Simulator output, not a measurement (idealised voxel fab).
The document below concerns the process module designated voxel transistor to metal.
FYI the section here is cut, 165 nm wide, cells are 5 nm squares.
In this document a cross-section is written as a grid of square cells. It is given as a series of bands, listed from the top down, and a band is one or more rows of cells.
Top height, bottom height, nm. Materials left to right, width each, nm. Single material + "everywhere" = fills band edge to edge. "air" = empty.
Heights are reckoned from 0. Under this level, the received wafer is all of one material. The bottommost band is open-ended downward, for example "0 nm and below".
Top row gets the first number, bottom row gets the second, and each row in between changes by the same step: that is how a band width like "30..40" works.
The cross-section has no changed cell in any step marked "nothing changed".
Empty spaces without an open route to the top, at least 8 cells in extent, make up the entry "Closed internal cavities"; each is given as width x height at distance, where the distance is measured from the left edge, and all are in nm.
Where a step's line continues beyond its settings, the continuation is a remark by the simulator itself on that step.
"overlay nm", when on a step's line for a step with a mask, measures how far to the right of its planned place the mask lay; a negative measure means to the left.
Before/after cross-section pairs, one process step each; after shown to lowest changed band; step and settings beneath. Pairs may be from different runs of this module on the same starting wafer; a pair continues from the one above only where its "Pre-step snapshot" entry says so.

**Pre-step snapshot**
> 30 nm to 20 nm = SiO2 (35), air (15), SiO2 (60), air (15), SiO2 (40)
> 20 nm to 0 nm = SiO2 (35), air (15), SiO2 (10), HfO2 (5), TiN (5), W (20), TiN (5), HfO2 (5), SiO2 (10), air (15), SiO2 (40)
> 0 nm to -5 nm = SiO2 (50), pSi (10), HfO2 (5), TiN (30), HfO2 (5), pSi (10), SiO2 (55)
> -5 nm to -10 nm = SiO2 (25), pSi (35), HfO2 (40), pSi (35), SiO2 (30)
> -10 nm to -15 nm = SiO2 (30), pSi (30), Si (40), pSi (30), SiO2 (35)
> -15 nm to -35 nm = SiO2 (30), Si (100), SiO2 (35)
> -35 nm and below = Si everywhere
> Closed internal cavities: none

**Step Result**
> 35 nm to 30 nm = TiN (40), air (5), TiN (70), air (5), TiN (45)
> 30 nm to 20 nm = SiO2 (35), TiN (5), air (5), TiN (5), SiO2 (60), TiN (5), air (5), TiN (5), SiO2 (40)
> 20 nm to 5 nm = SiO2 (35), TiN (5), air (5), TiN (5), SiO2 (10), HfO2 (5), TiN (5), W (20), TiN (5), HfO2 (5), SiO2 (10), TiN (5), air (5), TiN (5), SiO2 (40)
> 5 nm to 0 nm = SiO2 (35), TiN (15), SiO2 (10), HfO2 (5), TiN (5), W (20), TiN (5), HfO2 (5), SiO2 (10), TiN (15), SiO2 (40)
> Lower than 0, everything is as it was.
> Closed internal cavities: none
Q: step between the cross-sections above? A: CONFORMAL_DEP: material TiN, thk nm 5

Pre-step snapshot: per the after cross-section of the pair just above.

**Step Result**
> 45 nm to 35 nm = Ru everywhere
> 35 nm to 30 nm = TiN (40), Ru (5), TiN (70), Ru (5), TiN (45)
> 30 nm to 20 nm = SiO2 (35), TiN (5), Ru (5), TiN (5), SiO2 (60), TiN (5), Ru (5), TiN (5), SiO2 (40)
> 20 nm to 5 nm = SiO2 (35), TiN (5), Ru (5), TiN (5), SiO2 (10), HfO2 (5), TiN (5), W (20), TiN (5), HfO2 (5), SiO2 (10), TiN (5), Ru (5), TiN (5), SiO2 (40)
> Lower than 5, everything is as it was.
> Closed internal cavities: none
Q: step between the cross-sections above? A: FILL_DEP: material Ru, thk nm 10

Pre-step snapshot: per the after cross-section of the pair just above.

**Step Result**
> 30 nm to 20 nm = SiO2 (35), TiN (5), Ru (5), TiN (5), SiO2 (60), TiN (5), Ru (5), TiN (5), SiO2 (40)
> Lower than 20, everything is as it was.
> Closed internal cavities: none
Q: step between the cross-sections above? A: CMP: height nm 30

Pre-step snapshot: per the after cross-section of the pair just above.

**Step Result**
> 35 nm to 30 nm = TiN everywhere
> Lower than 30, everything is as it was.
> Closed internal cavities: none
Q: step between the cross-sections above? A: DIRECTIONAL_DEP: material TiN, thk nm 5

Pre-step snapshot: per the after cross-section of the pair just above.

**Step Result**
> 50 nm to 35 nm = W everywhere
> Lower than 35, everything is as it was.
> Closed internal cavities: none
Q: step between the cross-sections above? A: DIRECTIONAL_DEP: material W, thk nm 15

Pre-step snapshot: per the after cross-section of the pair just above.

**Step Result**
> 70 nm to 50 nm = air (35), resist (15), air (60), resist (15), air (40)
> Lower than 50, everything is as it was.
> Closed internal cavities: none
Q: step between the cross-sections above? A: PATTERN: tone cover, mask id METAL_1, material resist, width nm 15, pitch nm 75, thk nm 20, overlay nm 0

Pre-step snapshot: per the after cross-section of the pair just above.

**Step Result**
> 70 nm to 50 nm = air (35), resist (15), air (60), resist (15), air (40)
> 50 nm to 35 nm = air (35), W (15), air (60), W (15), air (40)
> Lower than 35, everything is as it was.
> Closed internal cavities: none
Q: step between the cross-sections above? A: DIRECTIONAL_ETCH: etch materials W, depth nm 15

Pre-step snapshot: per the after cross-section of the pair just above.

**Step Result**
> 70 nm to 50 nm = air (35), resist (15), air (60), resist (15), air (40)
> 50 nm to 35 nm = air (35), W (15), air (60), W (15), air (40)
> 35 nm to 30 nm = air (35), TiN (15), air (60), TiN (15), air (40)
> Lower than 30, everything is as it was.
> Closed internal cavities: none
Q: step between the cross-sections above? A: DIRECTIONAL_ETCH: etch materials TiN, depth nm 5

Pre-step snapshot: per the after cross-section of the pair just above.

**Step Result**
> 50 nm to 35 nm = air (35), W (15), air (60), W (15), air (40)
> Lower than 35, everything is as it was.
> Closed internal cavities: none
Q: step between the cross-sections above? A: STRIP: etch materials resist

Pre-step snapshot: per the after cross-section of the pair just above.

**Step Result**
> 55 nm to 50 nm = lowk everywhere
> 50 nm to 35 nm = lowk (35), W (15), lowk (60), W (15), lowk (40)
> 35 nm to 30 nm = lowk (35), TiN (15), lowk (60), TiN (15), lowk (40)
> Lower than 30, everything is as it was.
> Closed internal cavities: none
Q: step between the cross-sections above? A: FILL_DEP: material lowk, thk nm 5

Pre-step snapshot: per the after cross-section of the pair just above.

**Step Result**
> 50 nm to 35 nm = lowk (35), W (15), lowk (60), W (15), lowk (40)
> Lower than 35, everything is as it was.
> Closed internal cavities: none
Q: step between the cross-sections above? A: CMP: height nm 50

Pre-step snapshot: per the after cross-section of the pair just above.

**Step Result**
> 55 nm to 50 nm = SiCN everywhere
> Lower than 50, everything is as it was.
> Closed internal cavities: none
Q: step between the cross-sections above? A: CONFORMAL_DEP: material SiCN, thk nm 5

**Pre-step snapshot**
> 10 nm to 0 nm = air (25), SiN (110), air (30)
> 0 nm to -5 nm = air (25), SiO2 (110), air (30)
> -5 nm to -30 nm = air (25), Si (110), air (30)
> -30 nm and below = Si everywhere
> Closed internal cavities: none

**Step Result**
> 10 nm to 0 nm = air (25), SiN (110), air (30)
> 0 nm to -5 nm = air (25), SiO2 (110), air (30)
> -5 nm to -55 nm = air (25), Si (110), air (30)
> Lower than -55, everything is as it was.
> Closed internal cavities: none
Q: step between the cross-sections above? A: MASKED_ETCH: tone cover, mask id ACTIVE, width nm 110, etch materials Si, depth nm 25, overlay nm 0

Pre-step snapshot: per the after cross-section of the pair just above.

**Step Result**
> 10 nm to 0 nm = air (25), SiN (110), air (30)
> 0 nm to -5 nm = air (25), SiO2 (110), air (30)
> -5 nm to -55 nm = air (25), SiO2 (5), Si (100), SiO2 (5), air (30)
> -55 nm to -60 nm = SiO2 (30), Si (100), SiO2 (35)
> Lower than -60, everything is as it was.
> Closed internal cavities: none
Q: step between the cross-sections above? A: OXIDIZE: depth nm 5

Pre-step snapshot: per the after cross-section of the pair just above.

**Step Result**
> 25 nm to 10 nm = SiO2 everywhere
> 10 nm to 0 nm = SiO2 (25), SiN (110), SiO2 (30)
> 0 nm to -5 nm = SiO2 everywhere
> -5 nm to -60 nm = SiO2 (30), Si (100), SiO2 (35)
> Lower than -60, everything is as it was.
> Closed internal cavities: none
Q: step between the cross-sections above? A: FILL_DEP: material SiO2, thk nm 15

Pre-step snapshot: per the after cross-section of the pair just above.

**Step Result**
> 10 nm to 0 nm = SiO2 (25), SiN (110), SiO2 (30)
> Lower than 0, everything is as it was.
> Closed internal cavities: none
Q: step between the cross-sections above? A: CMP: height nm 10

Pre-step snapshot: per the after cross-section of the pair just above.

**Step Result**
> 10 nm to 5 nm = air (25), SiN (110), air (30)
> Lower than 5, everything is as it was.
> Closed internal cavities: none
Q: step between the cross-sections above? A: SELECTIVE_ETCH: etch materials SiO2, depth nm 5

Pre-step snapshot: per the after cross-section of the pair just above.

**Step Result**
> 5 nm to 0 nm = SiO2 (25), air (110), SiO2 (30)
> Lower than 0, everything is as it was.
> Closed internal cavities: none
Q: step between the cross-sections above? A: STRIP: etch materials SiN

Pre-step snapshot: per the after cross-section of the pair just above.

**Step Result**
> 0 nm to -5 nm = SiO2 (20), air (120), SiO2 (25)
> Lower than -5, everything is as it was.
> Closed internal cavities: none
Q: step between the cross-sections above? A: SELECTIVE_ETCH: etch materials SiO2, depth nm 5

Pre-step snapshot: per the after cross-section of the pair just above.

**Step Result**
> 0 nm to -5 nm = SiO2 (20), air (120), SiO2 (25)
> -5 nm to -10 nm = SiO2 everywhere
> Lower than -10, everything is as it was.
> Closed internal cavities: none
Q: step between the cross-sections above? A: OXIDIZE: depth nm 5

Pre-step snapshot: per the after cross-section of the pair just above.

**Step Result**
> 30 nm to 25 nm = polySi (20), air (120), polySi (25)
> 25 nm to 0 nm = polySi everywhere
> 0 nm to -5 nm = SiO2 (20), polySi (120), SiO2 (25)
> Lower than -5, everything is as it was.
> Closed internal cavities: none
Q: step between the cross-sections above? A: DIRECTIONAL_DEP: material polySi, thk nm 30

Pre-step snapshot: per the after cross-section of the pair just above.

**Step Result**
> 45 nm to 40 nm = SiCN (20), air (120), SiCN (25)
> 40 nm to 30 nm = SiCN everywhere
> 30 nm to 25 nm = polySi (20), SiCN (120), polySi (25)
> Lower than 25, everything is as it was.
> Closed internal cavities: none
Q: step between the cross-sections above? A: DIRECTIONAL_DEP: material SiCN, thk nm 15

Pre-step snapshot: per the after cross-section of the pair just above.

**Step Result**
> 60 nm to 45 nm = air (65), resist (30), air (70)
> 45 nm to 40 nm = SiCN (20), air (45), resist (30), air (45), SiCN (25)
> Lower than 40, everything is as it was.
> Closed internal cavities: none
Q: step between the cross-sections above? A: PATTERN: tone cover, mask id GATE, material resist, width nm 30, thk nm 15, overlay nm 0

Pre-step snapshot: per the after cross-section of the pair just above.

**Step Result**
> 60 nm to 40 nm = air (65), resist (30), air (70)
> 40 nm to 30 nm = air (65), SiCN (30), air (70)
> 30 nm to 25 nm = polySi (20), air (45), SiCN (30), air (45), polySi (25)
> Lower than 25, everything is as it was.
> Closed internal cavities: none
Q: step between the cross-sections above? A: DIRECTIONAL_ETCH: etch materials SiCN, depth nm 25

Pre-step snapshot: per the after cross-section of the pair just above.

**Step Result**
> 60 nm to 40 nm = air (65), resist (30), air (70)
> 40 nm to 25 nm = air (65), SiCN (30), air (70)
> 25 nm to 0 nm = air (65), polySi (30), air (70)
> 0 nm to -5 nm = SiO2 (20), air (45), polySi (30), air (45), SiO2 (25)
> Lower than -5, everything is as it was.
> Closed internal cavities: none
Q: step between the cross-sections above? A: DIRECTIONAL_ETCH: etch materials polySi, depth nm 40

Pre-step snapshot: per the after cross-section of the pair just above.

**Step Result**
> 40 nm to 25 nm = air (65), SiCN (30), air (70)
> Lower than 25, everything is as it was.
> Closed internal cavities: none
Q: step between the cross-sections above? A: STRIP: etch materials resist

Pre-step snapshot: per the after cross-section of the pair just above.

**Step Result**
> 45 nm to 40 nm = air (60), SiO2 (40), air (65)
> 40 nm to 25 nm = air (60), SiO2 (5), SiCN (30), SiO2 (5), air (65)
> 25 nm to 5 nm = air (60), SiO2 (5), polySi (30), SiO2 (5), air (65)
> 5 nm to 0 nm = SiO2 (25), air (35), SiO2 (5), polySi (30), SiO2 (5), air (35), SiO2 (30)
> 0 nm to -5 nm = SiO2 (65), polySi (30), SiO2 (70)
> Lower than -5, everything is as it was.
> Closed internal cavities: none
Q: step between the cross-sections above? A: CONFORMAL_DEP: material SiO2, thk nm 5

Pre-step snapshot: per the after cross-section of the pair just above.

**Step Result**
> 40 nm to 25 nm = air (60), SiO2 (5), SiCN (30), SiO2 (5), air (65)
> 25 nm to 0 nm = air (60), SiO2 (5), polySi (30), SiO2 (5), air (65)
> 0 nm to -5 nm = SiO2 (25), air (35), SiO2 (5), polySi (30), SiO2 (5), air (35), SiO2 (30)
> Lower than -5, everything is as it was.
> Closed internal cavities: none
Q: step between the cross-sections above? A: DIRECTIONAL_ETCH: etch materials SiO2, depth nm 5

Pre-step snapshot: per the after cross-section of the pair just above.

**Step Result**
> 50 nm to 40 nm = air (50), SiN (60), air (55)
> 40 nm to 25 nm = air (50), SiN (10), SiO2 (5), SiCN (30), SiO2 (5), SiN (10), air (55)
> 25 nm to 10 nm = air (50), SiN (10), SiO2 (5), polySi (30), SiO2 (5), SiN (10), air (55)
> 10 nm to 5 nm = SiN (35), air (15), SiN (10), SiO2 (5), polySi (30), SiO2 (5), SiN (10), air (15), SiN (40)
> 5 nm to 0 nm = SiN (60), SiO2 (5), polySi (30), SiO2 (5), SiN (65)
> 0 nm to -5 nm = SiO2 (25), SiN (35), SiO2 (5), polySi (30), SiO2 (5), SiN (35), SiO2 (30)
> Lower than -5, everything is as it was.
> Closed internal cavities: none
Q: step between the cross-sections above? A: CONFORMAL_DEP: material SiN, thk nm 10

Pre-step snapshot: per the after cross-section of the pair just above.

**Step Result**
> 40 nm to 25 nm = air (50), SiN (10), SiO2 (5), SiCN (30), SiO2 (5), SiN (10), air (55)
> 25 nm to 0 nm = air (50), SiN (10), SiO2 (5), polySi (30), SiO2 (5), SiN (10), air (55)
> 0 nm to -5 nm = SiO2 (25), SiN (10), air (15), SiN (10), SiO2 (5), polySi (30), SiO2 (5), SiN (10), air (15), SiN (10), SiO2 (30)
> Lower than -5, everything is as it was.
> Closed internal cavities: none
Q: step between the cross-sections above? A: DIRECTIONAL_ETCH: etch materials SiN, depth nm 10

Pre-step snapshot: per the after cross-section of the pair just above.

**Step Result**
> 40 nm to 35 nm = air (50), SiN (10), air (5), SiCN (30), air (5), SiN (10), air (55)
> 35 nm to 25 nm = air (50), SiN (10), SiO2 (5), SiCN (30), SiO2 (5), SiN (10), air (55)
> 25 nm to 0 nm = air (50), SiN (10), SiO2 (5), polySi (30), SiO2 (5), SiN (10), air (55)
> 0 nm to -5 nm = air (25), SiN (10), air (15), SiN (10), SiO2 (5), polySi (30), SiO2 (5), SiN (10), air (15), SiN (10), air (30)
> -5 nm to -10 nm = SiO2 (35), air (15), SiO2 (60), air (15), SiO2 (40)
> Lower than -10, everything is as it was.
> Closed internal cavities: none
Q: step between the cross-sections above? A: DIRECTIONAL_ETCH: etch materials SiO2, depth nm 5

Pre-step snapshot: per the after cross-section of the pair just above.

**Step Result**
> 40 nm to 35 nm = air (50), SiN (10), air (5), SiCN (30), air (5), SiN (10), air (55)
> 35 nm to 25 nm = air (50), SiN (10), SiO2 (5), SiCN (30), SiO2 (5), SiN (10), air (55)
> 25 nm to 0 nm = air (50), SiN (10), SiO2 (5), polySi (30), SiO2 (5), SiN (10), air (55)
> 0 nm to -5 nm = air (25), SiN (10), air (15), SiN (10), SiO2 (5), polySi (30), SiO2 (5), SiN (10), air (15), SiN (10), air (30)
> -5 nm to -10 nm = SiO2 (35), air (15), SiO2 (60), air (15), SiO2 (40)
> -10 nm to -15 nm = SiO2 (30), Si (5), air (15), Si (60), air (15), Si (5), SiO2 (35)
> Lower than -15, everything is as it was.
> Closed internal cavities: none
Q: step between the cross-sections above? A: DIRECTIONAL_ETCH: etch materials Si, depth nm 5

Pre-step snapshot: per the after cross-section of the pair just above.

**Step Result**
> 40 nm to 35 nm = air (50), SiN (10), air (5), SiCN (30), air (5), SiN (10), air (55)
> 35 nm to 25 nm = air (50), SiN (10), SiO2 (5), SiCN (30), SiO2 (5), SiN (10), air (55)
> 25 nm to 0 nm = air (50), SiN (10), SiO2 (5), polySi (30), SiO2 (5), SiN (10), air (55)
> 0 nm to -5 nm = air (25), SiN (10), pSi (15), SiN (10), SiO2 (5), polySi (30), SiO2 (5), SiN (10), pSi (15), SiN (10), air (30)
> -5 nm to -10 nm = SiO2 (35), pSi (15), SiO2 (60), pSi (15), SiO2 (40)
> -10 nm to -15 nm = SiO2 (30), Si (5), pSi (15), Si (60), pSi (15), Si (5), SiO2 (35)
> Lower than -15, everything is as it was.
> Closed internal cavities: none
Q: step between the cross-sections above? A: EPI: material pSi, thk nm 10

Pre-step snapshot: per the after cross-section of the pair just above.

**Step Result**
> 50 nm to 40 nm = SiO2 everywhere
> 40 nm to 25 nm = SiO2 (50), SiN (10), SiO2 (5), SiCN (30), SiO2 (5), SiN (10), SiO2 (55)
> 25 nm to 0 nm = SiO2 (50), SiN (10), SiO2 (5), polySi (30), SiO2 (5), SiN (10), SiO2 (55)
> 0 nm to -5 nm = SiO2 (25), SiN (10), pSi (15), SiN (10), SiO2 (5), polySi (30), SiO2 (5), SiN (10), pSi (15), SiN (10), SiO2 (30)
> Lower than -5, everything is as it was.
> Closed internal cavities: none
Q: step between the cross-sections above? A: FILL_DEP: material SiO2, thk nm 10

Pre-step snapshot: per the after cross-section of the pair just above.

**Step Result**
> 25 nm to 0 nm = SiO2 (50), SiN (10), SiO2 (5), polySi (30), SiO2 (5), SiN (10), SiO2 (55)
> Lower than 0, everything is as it was.
> Closed internal cavities: none
Q: step between the cross-sections above? A: CMP: height nm 25

Pre-step snapshot: per the after cross-section of the pair just above.

**Step Result**
> 25 nm to 0 nm = SiO2 (50), SiN (10), SiO2 (5), air (30), SiO2 (5), SiN (10), SiO2 (55)
> 0 nm to -5 nm = SiO2 (25), SiN (10), pSi (15), SiN (10), SiO2 (5), air (30), SiO2 (5), SiN (10), pSi (15), SiN (10), SiO2 (30)
> Lower than -5, everything is as it was.
> Closed internal cavities: none
Q: step between the cross-sections above? A: STRIP: etch materials polySi

Pre-step snapshot: per the after cross-section of the pair just above.

**Step Result**
> 25 nm to 20 nm = air (50), SiN (10), air (40), SiN (10), air (55)
> 20 nm to 0 nm = SiO2 (50), SiN (10), air (40), SiN (10), SiO2 (55)
> 0 nm to -5 nm = SiO2 (25), SiN (10), pSi (15), SiN (10), air (40), SiN (10), pSi (15), SiN (10), SiO2 (30)
> -5 nm to -10 nm = SiO2 (35), pSi (15), SiO2 (10), air (40), SiO2 (10), pSi (15), SiO2 (40)
> Lower than -10, everything is as it was.
> Closed internal cavities: none
Q: step between the cross-sections above? A: SELECTIVE_ETCH: etch materials SiO2, depth nm 5

Pre-step snapshot: per the after cross-section of the pair just above.

**Step Result**
> 30 nm to 25 nm = air (45), HfO2 (20), air (30), HfO2 (20), air (50)
> 25 nm to 20 nm = HfO2 (50), SiN (10), HfO2 (5), air (30), HfO2 (5), SiN (10), HfO2 (55)
> 20 nm to 0 nm = SiO2 (50), SiN (10), HfO2 (5), air (30), HfO2 (5), SiN (10), SiO2 (55)
> 0 nm to -5 nm = SiO2 (25), SiN (10), pSi (15), SiN (10), HfO2 (5), air (30), HfO2 (5), SiN (10), pSi (15), SiN (10), SiO2 (30)
> -5 nm to -10 nm = SiO2 (35), pSi (15), SiO2 (10), HfO2 (40), SiO2 (10), pSi (15), SiO2 (40)
> Lower than -10, everything is as it was.
> Closed internal cavities: none
Q: step between the cross-sections above? A: CONFORMAL_DEP: material HfO2, thk nm 5

Pre-step snapshot: per the after cross-section of the pair just above.

**Step Result**
> 35 nm to 30 nm = air (40), TiN (30), air (20), TiN (30), air (45)
> 30 nm to 25 nm = TiN (45), HfO2 (20), TiN (5), air (20), TiN (5), HfO2 (20), TiN (50)
> 25 nm to 20 nm = HfO2 (50), SiN (10), HfO2 (5), TiN (5), air (20), TiN (5), HfO2 (5), SiN (10), HfO2 (55)
> 20 nm to 0 nm = SiO2 (50), SiN (10), HfO2 (5), TiN (5), air (20), TiN (5), HfO2 (5), SiN (10), SiO2 (55)
> 0 nm to -5 nm = SiO2 (25), SiN (10), pSi (15), SiN (10), HfO2 (5), TiN (30), HfO2 (5), SiN (10), pSi (15), SiN (10), SiO2 (30)
> Lower than -5, everything is as it was.
> Closed internal cavities: none
Q: step between the cross-sections above? A: CONFORMAL_DEP: material TiN, thk nm 5

Pre-step snapshot: per the after cross-section of the pair just above.

**Step Result**
> 40 nm to 35 nm = W everywhere
> 35 nm to 30 nm = W (40), TiN (30), W (20), TiN (30), W (45)
> 30 nm to 25 nm = TiN (45), HfO2 (20), TiN (5), W (20), TiN (5), HfO2 (20), TiN (50)
> 25 nm to 20 nm = HfO2 (50), SiN (10), HfO2 (5), TiN (5), W (20), TiN (5), HfO2 (5), SiN (10), HfO2 (55)
> 20 nm to 0 nm = SiO2 (50), SiN (10), HfO2 (5), TiN (5), W (20), TiN (5), HfO2 (5), SiN (10), SiO2 (55)
> Lower than 0, everything is as it was.
> Closed internal cavities: none
Q: step between the cross-sections above? A: FILL_DEP: material W, thk nm 5

Pre-step snapshot: per the after cross-section of the pair just above.

**Step Result**
> 20 nm to 0 nm = SiO2 (50), SiN (10), HfO2 (5), TiN (5), W (20), TiN (5), HfO2 (5), SiN (10), SiO2 (55)
> Lower than 0, everything is as it was.
> Closed internal cavities: none
Q: step between the cross-sections above? A: CMP: height nm 20

Pre-step snapshot: per the after cross-section of the pair just above.

**Step Result**
> 30 nm to 20 nm = SiO2 everywhere
> Lower than 20, everything is as it was.
> Closed internal cavities: none
Q: step between the cross-sections above? A: DIRECTIONAL_DEP: material SiO2, thk nm 10

Pre-step snapshot: per the after cross-section of the pair just above.

**Step Result**
> 50 nm to 30 nm = resist (35), air (15), resist (60), air (15), resist (40)
> Lower than 30, everything is as it was.
> Closed internal cavities: none
Q: step between the cross-sections above? A: PATTERN: tone open, mask id CONTACT, material resist, width nm 15, pitch nm 75, thk nm 20, overlay nm 0

Pre-step snapshot: per the after cross-section of the pair just above.

**Step Result**
> 50 nm to 30 nm = resist (35), air (15), resist (60), air (15), resist (40)
> 30 nm to 20 nm = SiO2 (35), air (15), SiO2 (60), air (15), SiO2 (40)
> 20 nm to 0 nm = SiO2 (35), air (15), SiN (10), HfO2 (5), TiN (5), W (20), TiN (5), HfO2 (5), SiN (10), air (15), SiO2 (40)
> Lower than 0, everything is as it was.
> Closed internal cavities: none
Q: step between the cross-sections above? A: DIRECTIONAL_ETCH: etch materials SiO2, depth nm 30

Pre-step snapshot: per the after cross-section of the pair just above.

**Step Result**
> 30 nm to 20 nm = SiO2 (35), air (15), SiO2 (60), air (15), SiO2 (40)
> Lower than 20, everything is as it was.
> Closed internal cavities: none
Q: step between the cross-sections above? A: STRIP: etch materials resist

Pre-step snapshot: per the after cross-section of the pair just above.

**Step Result**
> 35 nm to 30 nm = TiN (40), air (5), TiN (70), air (5), TiN (45)
> 30 nm to 20 nm = SiO2 (35), TiN (5), air (5), TiN (5), SiO2 (60), TiN (5), air (5), TiN (5), SiO2 (40)
> 20 nm to 5 nm = SiO2 (35), TiN (5), air (5), TiN (5), SiN (10), HfO2 (5), TiN (5), W (20), TiN (5), HfO2 (5), SiN (10), TiN (5), air (5), TiN (5), SiO2 (40)
> 5 nm to 0 nm = SiO2 (35), TiN (15), SiN (10), HfO2 (5), TiN (5), W (20), TiN (5), HfO2 (5), SiN (10), TiN (15), SiO2 (40)
> Lower than 0, everything is as it was.
> Closed internal cavities: none
Q: step between the cross-sections above? A: CONFORMAL_DEP: material TiN, thk nm 5

Pre-step snapshot: per the after cross-section of the pair just above.

**Step Result**
> 45 nm to 35 nm = Ru everywhere
> 35 nm to 30 nm = TiN (40), Ru (5), TiN (70), Ru (5), TiN (45)
> 30 nm to 20 nm = SiO2 (35), TiN (5), Ru (5), TiN (5), SiO2 (60), TiN (5), Ru (5), TiN (5), SiO2 (40)
> 20 nm to 5 nm = SiO2 (35), TiN (5), Ru (5), TiN (5), SiN (10), HfO2 (5), TiN (5), W (20), TiN (5), HfO2 (5), SiN (10), TiN (5), Ru (5), TiN (5), SiO2 (40)
> Lower than 5, everything is as it was.
> Closed internal cavities: none
Q: step between the cross-sections above? A: FILL_DEP: material Ru, thk nm 10

Pre-step snapshot: per the after cross-section of the pair just above.

**Step Result**
> 30 nm to 20 nm = SiO2 (35), TiN (5), Ru (5), TiN (5), SiO2 (60), TiN (5), Ru (5), TiN (5), SiO2 (40)
> Lower than 20, everything is as it was.
> Closed internal cavities: none
Q: step between the cross-sections above? A: CMP: height nm 30

Pre-step snapshot: per the after cross-section of the pair just above.

**Step Result**
> 35 nm to 30 nm = TiN everywhere
> Lower than 30, everything is as it was.
> Closed internal cavities: none
Q: step between the cross-sections above? A: DIRECTIONAL_DEP: material TiN, thk nm 5

Pre-step snapshot: per the after cross-section of the pair just above.

**Step Result**
> 50 nm to 35 nm = W everywhere
> Lower than 35, everything is as it was.
> Closed internal cavities: none
Q: step between the cross-sections above? A: DIRECTIONAL_DEP: material W, thk nm 15

Pre-step snapshot: per the after cross-section of the pair just above.

**Step Result**
> 70 nm to 50 nm = air (35), resist (15), air (60), resist (15), air (40)
> Lower than 50, everything is as it was.
> Closed internal cavities: none
Q: step between the cross-sections above? A: PATTERN: tone cover, mask id METAL_1, material resist, width nm 15, pitch nm 75, thk nm 20, overlay nm 0

Pre-step snapshot: per the after cross-section of the pair just above.

**Step Result**
> 70 nm to 50 nm = air (35), resist (15), air (60), resist (15), air (40)
> 50 nm to 35 nm = air (35), W (15), air (60), W (15), air (40)
> Lower than 35, everything is as it was.
> Closed internal cavities: none
Q: step between the cross-sections above? A: DIRECTIONAL_ETCH: etch materials W, depth nm 15

Pre-step snapshot: per the after cross-section of the pair just above.

**Step Result**
> 70 nm to 50 nm = air (35), resist (15), air (60), resist (15), air (40)
> 50 nm to 35 nm = air (35), W (15), air (60), W (15), air (40)
> 35 nm to 30 nm = air (35), TiN (15), air (60), TiN (15), air (40)
> Lower than 30, everything is as it was.
> Closed internal cavities: none
Q: step between the cross-sections above? A: DIRECTIONAL_ETCH: etch materials TiN, depth nm 5

Pre-step snapshot: per the after cross-section of the pair just above.

**Step Result**
> 50 nm to 35 nm = air (35), W (15), air (60), W (15), air (40)
> Lower than 35, everything is as it was.
> Closed internal cavities: none
Q: step between the cross-sections above? A: STRIP: etch materials resist

Pre-step snapshot: per the after cross-section of the pair just above.

**Step Result**
> 55 nm to 50 nm = lowk everywhere
> 50 nm to 35 nm = lowk (35), W (15), lowk (60), W (15), lowk (40)
> 35 nm to 30 nm = lowk (35), TiN (15), lowk (60), TiN (15), lowk (40)
> Lower than 30, everything is as it was.
> Closed internal cavities: none
Q: step between the cross-sections above? A: FILL_DEP: material lowk, thk nm 5

Pre-step snapshot: per the after cross-section of the pair just above.

**Step Result**
> 50 nm to 35 nm = lowk (35), W (15), lowk (60), W (15), lowk (40)
> Lower than 35, everything is as it was.
> Closed internal cavities: none
Q: step between the cross-sections above? A: CMP: height nm 50

Pre-step snapshot: per the after cross-section of the pair just above.

**Step Result**
> 55 nm to 50 nm = SiCN everywhere
> Lower than 50, everything is as it was.
> Closed internal cavities: none
Q: step between the cross-sections above? A: CONFORMAL_DEP: material SiCN, thk nm 5

**Pre-step snapshot**
> 10 nm to 0 nm = SiO2 (25), SiN (110), SiO2 (30)
> 0 nm to -5 nm = SiO2 everywhere
> -5 nm to -35 nm = SiO2 (30), Si (100), SiO2 (35)
> -35 nm and below = Si everywhere
> Closed internal cavities: none

**Step Result**
> 10 nm to 0 nm = SiO2 (25), air (110), SiO2 (30)
> Lower than 0, everything is as it was.
> Closed internal cavities: none
Q: step between the cross-sections above? A: STRIP: etch materials SiN

Pre-step snapshot: per the after cross-section of the pair just above.

**Step Result**
> 5 nm to -5 nm = SiO2 (20), air (120), SiO2 (25)
> Lower than -5, everything is as it was.
> Closed internal cavities: none
Q: step between the cross-sections above? A: SELECTIVE_ETCH: etch materials SiO2, depth nm 5

Pre-step snapshot: per the after cross-section of the pair just above.

**Step Result**
> 0 nm to -5 nm = SiO2 (15), air (130), SiO2 (20)
> -5 nm to -10 nm = SiO2 (15), air (15), Si (100), air (15), SiO2 (20)
> Lower than -10, everything is as it was.
> Closed internal cavities: none
Q: step between the cross-sections above? A: SELECTIVE_ETCH: etch materials SiO2, depth nm 5

Pre-step snapshot: per the after cross-section of the pair just above.

**Step Result**
> 0 nm to -5 nm = SiO2 (15), air (130), SiO2 (20)
> -5 nm to -10 nm = SiO2 (15), air (15), SiO2 (100), air (15), SiO2 (20)
> -10 nm to -15 nm = SiO2 (35), Si (90), SiO2 (40)
> Lower than -15, everything is as it was.
> Closed internal cavities: none
Q: step between the cross-sections above? A: OXIDIZE: depth nm 5

Pre-step snapshot: per the after cross-section of the pair just above.

**Step Result**
> 30 nm to 25 nm = polySi (15), air (130), polySi (20)
> 25 nm to 20 nm = polySi (15), air (15), polySi (100), air (15), polySi (20)
> 20 nm to 0 nm = polySi everywhere
> 0 nm to -5 nm = SiO2 (15), polySi (130), SiO2 (20)
> -5 nm to -10 nm = SiO2 (15), polySi (15), SiO2 (100), polySi (15), SiO2 (20)
> Lower than -10, everything is as it was.
> Closed internal cavities: none
Q: step between the cross-sections above? A: DIRECTIONAL_DEP: material polySi, thk nm 30

Pre-step snapshot: per the after cross-section of the pair just above.

**Step Result**
> 45 nm to 40 nm = SiCN (15), air (130), SiCN (20)
> 40 nm to 35 nm = SiCN (15), air (15), SiCN (100), air (15), SiCN (20)
> 35 nm to 30 nm = SiCN everywhere
> 30 nm to 25 nm = polySi (15), SiCN (130), polySi (20)
> 25 nm to 20 nm = polySi (15), SiCN (15), polySi (100), SiCN (15), polySi (20)
> Lower than 20, everything is as it was.
> Closed internal cavities: none
Q: step between the cross-sections above? A: DIRECTIONAL_DEP: material SiCN, thk nm 15

Pre-step snapshot: per the after cross-section of the pair just above.

**Step Result**
> 60 nm to 45 nm = air (65), resist (30), air (70)
> 45 nm to 40 nm = SiCN (15), air (50), resist (30), air (50), SiCN (20)
> Lower than 40, everything is as it was.
> Closed internal cavities: none
Q: step between the cross-sections above? A: PATTERN: tone cover, mask id GATE, material resist, width nm 30, thk nm 15, overlay nm 0
